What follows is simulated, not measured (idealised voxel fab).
A process module follows: voxel released beams.
Pictured: cross-section cut, 175 nm wide, on a grid of 5 nm square cells.
Cross-section format: a grid of square cells, given as bands from top to bottom; each band is one or more rows of cells. Basically the band line says how high the top is and how high the bottom is, in nm, and then what's in it from left to right, every material with its width in nm. Empty space shows up as "empty", and if a single material carries "throughout" it runs the full band edge to edge. Beneath 0, the wafer as received is one material, and that level is where height counting begins. The lowest band goes on downward without a bottom; it is written like "0 nm and below". Graded width ("30->40"): value in top row of band = first number; value in bottom row = second number; row-to-row change constant. For the purposes of this document, the phrase "nothing got changed" attached to a step denotes that no cell within the cross-section was modified by that step. The entry titled "Internal closed voids" provides the empty spaces that have no open way to the top, restricted to those of 8 cells or more. Each is presented as width x height at distance, the distance being measured from the left edge, with all three in nm. Heads up: the bit after the settings on a step's line is the simulator's remark on that step. overlay nm: how far to the right of its planned place the mask lay on this masked step (negative: to the left).
So here's the lineup of process steps we planned:
1,RECEIVE (material Si)
2,CONFORMAL_DEP (material SiN; thk nm 10)
3,DIRECTIONAL_DEP (material SiO2; thk nm 20)
4,MASKED_ETCH (tone open; mask id ANCHOR; width nm 35; etch materials SiO2; depth nm 20; overlay nm 0)
5,CONFORMAL_DEP (material W; thk nm 10)
6,MASKED_ETCH (tone cover; mask id BEAM; width nm 110; etch materials W; depth nm 10; overlay nm 0)
7,STRIP (etch materials SiO2)
The first of a set of two wafers, run to plan:
as received, after step 1:
- 0 nm and below = Si throughout
- Internal closed voids: none
Step 2 complete: cross-section through the wafer:
- 10 nm to 0 nm = SiN throughout
- Lower than 0, everything is as it was.
Step 3 complete: cross-section through the wafer:
- 30 nm to 10 nm = SiO2 throughout
- Lower than 10, everything is as it was.
Step 4 complete: cross-section through the wafer:
- 30 nm to 10 nm = SiO2 35, then empty 35, then SiO2 105
- Lower than 10, everything is as it was.
Step 5 complete: cross-section through the wafer:
- 40 nm to 30 nm = W 45, then empty 15, then W 115
- 30 nm to 20 nm = SiO2 35, then W 10, then empty 15, then W 10, then SiO2 105
- 20 nm to 10 nm = SiO2 35, then W 35, then SiO2 105
- Lower than 10, everything is as it was.
Step 6 complete: cross-section through the wafer:
- 40 nm to 30 nm = empty 30, then W 15, then empty 15, then W 80, then empty 35
- Lower than 30, everything is as it was.
Step 7 complete: cross-section through the wafer:
- 40 nm to 30 nm = empty 30, then W 15, then empty 15, then W 80, then empty 35
- 30 nm to 20 nm = empty 35, then W 10, then empty 15, then W 10, then empty 105
- 20 nm to 10 nm = empty 35, then W 35, then empty 105
- Lower than 10, everything is as it was.
Second wafer, same starting state and plan as the first, one mistake in the run, identical through step 1:
Second wafer: cross-section at the scheduled end of step 2:
- 10 nm to 0 nm = W throughout
- Lower than 0, everything is as it was.
Second wafer: cross-section at the scheduled end of step 3:
- 30 nm to 10 nm = SiO2 throughout
- Lower than 10, everything is as it was.
Second wafer: cross-section at the scheduled end of step 4:
- 30 nm to 10 nm = SiO2 35, then empty 35, then SiO2 105
- Lower than 10, everything is as it was.
Second wafer: cross-section at the scheduled end of step 5:
- 40 nm to 30 nm = W 45, then empty 15, then W 115
- 30 nm to 20 nm = SiO2 35, then W 10, then empty 15, then W 10, then SiO2 105
- 20 nm to 10 nm = SiO2 35, then W 35, then SiO2 105
- Lower than 10, everything is as it was.
Second wafer: cross-section at the scheduled end of step 6:
- 40 nm to 30 nm = empty 30, then W 15, then empty 15, then W 80, then empty 35
- Lower than 30, everything is as it was.
Second wafer: cross-section at the scheduled end of step 7:
- 40 nm to 30 nm = empty 30, then W 15, then empty 15, then W 80, then empty 35
- 30 nm to 20 nm = empty 35, then W 10, then empty 15, then W 10, then empty 105
- 20 nm to 10 nm = empty 35, then W 35, then empty 105
- Lower than 10, everything is as it was.
Short version of what went wrong: step 2 was not run as planned; what actually ran was CONFORMAL_DEP (material W; thk nm 10)
FYI, end of process, the second wafer has more or fewer cells of some materials than the first: 70 fewer of SiN, 70 more of W
